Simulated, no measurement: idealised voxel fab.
Process module, titled voxel gate over fins
This is section cut - it's 300 nm across, gridded in 5 nm square cells.
Cross-sections here: square-cell grids, written as top-down lists of bands, a band being one or more rows of cells. Within each band entry, the heights of the top and of the bottom of the band appear first, in that order and in nm; the materials of the band then follow from left to right, each with its corresponding width in nm. The designation "throughout" on a single material indicates that it fills the band from edge to edge; the designation "empty" indicates empty space. Height 0 is the level under which the wafer as received is all one material. The lowest band goes on downwards, as in "0 -> down". Width: "30->40" (first number = top row, second number = bottom row, same change from row to row of cells). Step note "remains unaltered" = no cross-section cell changed. Empty spaces without an open route to the top, at least 8 cells in extent, make up the entry "Closed void table"; each is given as width x height at distance, where the distance is measured from the left edge, and all are in nm. On a step's line, text after the settings is the simulator commenting on that step. overlay nm: where the mask lay relative to plan, measured to the right, on steps with a mask; negatives go left.
### Listed below are the process steps as planned
- 1: RECEIVE (material Si)
- 2: CONFORMAL_DEP (material SiN; thk nm 5)
- 3: MASKED_ETCH (tone cover; mask id FINS; width nm 15; pitch nm 40; etch materials SiN; depth nm 5; overlay nm 0)
- 4: MASKED_ETCH (tone cover; mask id FINS; width nm 15; pitch nm 40; etch materials Si; depth nm 40; overlay nm 0)
- 5: OXIDIZE (depth nm 5)
- 6: FILL_DEP (material SiO2; thk nm 15)
- 7: CMP (height nm 5)
- 8: SELECTIVE_ETCH (etch materials SiO2; depth nm 20)
- 9: STRIP (etch materials SiN)
- 10: CONFORMAL_DEP (material HfO2; thk nm 5)
- 11: CONFORMAL_DEP (material TiN; thk nm 5)
- 12: FILL_DEP (material W; thk nm 15)
- 13: CMP (height nm 20)
- 14: CONFORMAL_DEP (material SiN; thk nm 5)
### The cross-section here shows the wafer as received, i.e. in its state after step 1
> 0 -> down = Si throughout
> Closed void table: none
### Module complete - cross-section of the first of two wafers, run according to plan
> 25 -> 20 = SiN throughout
> 20 -> 10 = W throughout
> 10 -> 5 = W: 95  TiN: 25  W: 15  TiN: 25  W: 15  TiN: 25  W: 100
> 5 -> 0 = W: 95  TiN: 5  HfO2: 15  TiN: 5  W: 15  TiN: 5  HfO2: 15  TiN: 5  W: 15  TiN: 5  HfO2: 15  TiN: 5  W: 100
> 0 -> -5 = W: 95  TiN: 5  HfO2: 5  Si: 5  HfO2: 5  TiN: 5  W: 15  TiN: 5  HfO2: 5  Si: 5  HfO2: 5  TiN: 5  W: 15  TiN: 5  HfO2: 5  Si: 5  HfO2: 5  TiN: 5  W: 100
> -5 -> -10 = TiN: 100  HfO2: 5  Si: 5  HfO2: 5  TiN: 25  HfO2: 5  Si: 5  HfO2: 5  TiN: 25  HfO2: 5  Si: 5  HfO2: 5  TiN: 105
> -10 -> -15 = HfO2: 105  Si: 5  HfO2: 35  Si: 5  HfO2: 35  Si: 5  HfO2: 110
> -15 -> -45 = SiO2: 105  Si: 5  SiO2: 35  Si: 5  SiO2: 35  Si: 5  SiO2: 110
> -45 -> down = Si throughout
> Closed void table: none
### The second wafer, shown in cross-section after the module: started the same way as the first and given the same plan, yet one mistake crept into how it was run
> 25 -> 20 = SiN throughout
> 20 -> 10 = W throughout
> 10 -> 5 = TiN: 105  W: 5  TiN: 35  W: 5  TiN: 35  W: 5  TiN: 110
> 5 -> 0 = HfO2: 100  TiN: 15  HfO2: 25  TiN: 15  HfO2: 25  TiN: 15  HfO2: 105
> 0 -> -5 = Si: 95  HfO2: 25  Si: 15  HfO2: 25  Si: 15  HfO2: 25  Si: 100
> -5 -> down = Si throughout
> Closed void table: none
Nonconformance to the process plan: step 3 deviated from plan and actually ran as MASKED_ETCH (tone open; mask id FINS; width nm 15; pitch nm 40; etch materials SiN; depth nm 5; overlay nm 0)
Wafer comparison, final, in cells, second relative to first, materials more or fewer: HfO2 -12; Si +498; SiO2 -342; TiN -12; W -132
